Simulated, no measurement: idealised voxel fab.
Herein follows the process module entitled voxel gate over fins.
For reference, the cross-section in this document is cut, with width 240 nm and square cells of 5 nm.
Heads up, the way a cross-section reads in here is a grid of square cells, handed over as bands from the top down, with every band being one or more rows of cells. A band entry consists of two parts. The first gives the height of the band's top and the height of its bottom, in nm. The rest lists the band's materials from left to right, each with its width in nm. A single material labelled with the word "throughout" fills the band from edge to edge, and the word "air" marks empty space. Heights from 0 (as-received wafer is one material below). Bottom band endless downward, as "0 down". You'd read "30 to 40" like this: the band's top row of cells is as wide as the first number, its bottom row is as wide as the second, and going down, every row changes width by the same amount as the row before did. "remained the same" (step): cross-section cells unchanged, all of them. "Fully sealed cavities" means: voids of 8 cells or more that are shut off from the top with no open way through. Written width x height at distance, distance from the left edge, in nm. On each step's line, the part that comes after the settings is the simulator's own comment on the step. overlay nm: mask right of planned place by this much (step with mask). Neg. = left.

SO HERE'S THE LINEUP OF PROCESS STEPS WE PLANNED
1) op RECEIVE | material Si
2) op CONFORMAL_DEP | material SiN | thk nm 5
3) op DIRECTIONAL_DEP | material aC | thk nm 10
4) op PATTERN | tone cover | mask id FINS | material resist | width nm 15 | pitch nm 35 | thk nm 30 | overlay nm 0
5) op DIRECTIONAL_ETCH | etch materials aC | depth nm 10
6) op STRIP | etch materials resist
7) op DIRECTIONAL_ETCH | etch materials SiN | depth nm 5
8) op DIRECTIONAL_ETCH | etch materials Si | depth nm 35
9) op STRIP | etch materials aC
10) op FILL_DEP | material SiO2 | thk nm 10
11) op CMP | height nm 5
12) op SELECTIVE_ETCH | etch materials SiO2 | depth nm 20
13) op STRIP | etch materials SiN
14) op CONFORMAL_DEP | material HfO2 | thk nm 5
15) op CONFORMAL_DEP | material TiN | thk nm 5
16) op FILL_DEP | material W | thk nm 10
17) op CMP | height nm 15
18) op CONFORMAL_DEP | material SiCN | thk nm 5

AS-RECEIVED STATE OF THE WAFER IN CROSS-SECTION, EQUIVALENT TO POST-STEP 1
0 down: Si throughout
Fully sealed cavities: none

END-OF-MODULE XS, FIRST OF TWO WAFERS, RUN AS PLANNED
20 to 15: SiCN throughout
15 to 10: W throughout
10 to 5: W: 50; TiN: 140; W: 50
5 to 0: W: 50; TiN: 5; HfO2: 25; TiN: 10; HfO2: 25; TiN: 10; HfO2: 25; TiN: 10; HfO2: 25; TiN: 5; W: 50
0 to -5: W: 50; TiN: 5; HfO2: 5; Si: 15; HfO2: 5; TiN: 10; HfO2: 5; Si: 15; HfO2: 5; TiN: 10; HfO2: 5; Si: 15; HfO2: 5; TiN: 10; HfO2: 5; Si: 15; HfO2: 5; TiN: 5; W: 50
-5 to -10: TiN: 55; HfO2: 5; Si: 15; HfO2: 5; TiN: 10; HfO2: 5; Si: 15; HfO2: 5; TiN: 10; HfO2: 5; Si: 15; HfO2: 5; TiN: 10; HfO2: 5; Si: 15; HfO2: 5; TiN: 55
-10 to -15: HfO2: 60; Si: 15; HfO2: 20; Si: 15; HfO2: 20; Si: 15; HfO2: 20; Si: 15; HfO2: 60
-15 to -35: SiO2: 60; Si: 15; SiO2: 20; Si: 15; SiO2: 20; Si: 15; SiO2: 20; Si: 15; SiO2: 60
-35 down: Si throughout
Fully sealed cavities: none

WAFER TWO, END OF MODULE, CROSS-SECTION. SAME START, SAME PLAN AS WAFER ONE. ONE MISTAKE IN THE RUN
20 to 15: SiCN throughout
15 to 10: W throughout
10 to 5: W: 45; TiN: 140; W: 55
5 to 0: W: 45; TiN: 5; HfO2: 25; TiN: 10; HfO2: 25; TiN: 10; HfO2: 25; TiN: 10; HfO2: 25; TiN: 5; W: 55
0 to -5: W: 45; TiN: 5; HfO2: 5; Si: 15; HfO2: 5; TiN: 10; HfO2: 5; Si: 15; HfO2: 5; TiN: 10; HfO2: 5; Si: 15; HfO2: 5; TiN: 10; HfO2: 5; Si: 15; HfO2: 5; TiN: 5; W: 55
-5 to -10: TiN: 50; HfO2: 5; Si: 15; HfO2: 5; TiN: 10; HfO2: 5; Si: 15; HfO2: 5; TiN: 10; HfO2: 5; Si: 15; HfO2: 5; TiN: 10; HfO2: 5; Si: 15; HfO2: 5; TiN: 60
-10 to -15: HfO2: 55; Si: 15; HfO2: 20; Si: 15; HfO2: 20; Si: 15; HfO2: 20; Si: 15; HfO2: 65
-15 to -35: SiO2: 55; Si: 15; SiO2: 20; Si: 15; SiO2: 20; Si: 15; SiO2: 20; Si: 15; SiO2: 65
-35 down: Si throughout
Fully sealed cavities: none
what went wrong: step 4 went in with a setting other than planned; the actual run was op PATTERN | tone cover | mask id FINS | material resist | width nm 15 | pitch nm 35 | thk nm 30 | overlay nm -5
At the end, the second wafer has the same number of cells of each material as the first, but those cells sit in other places.
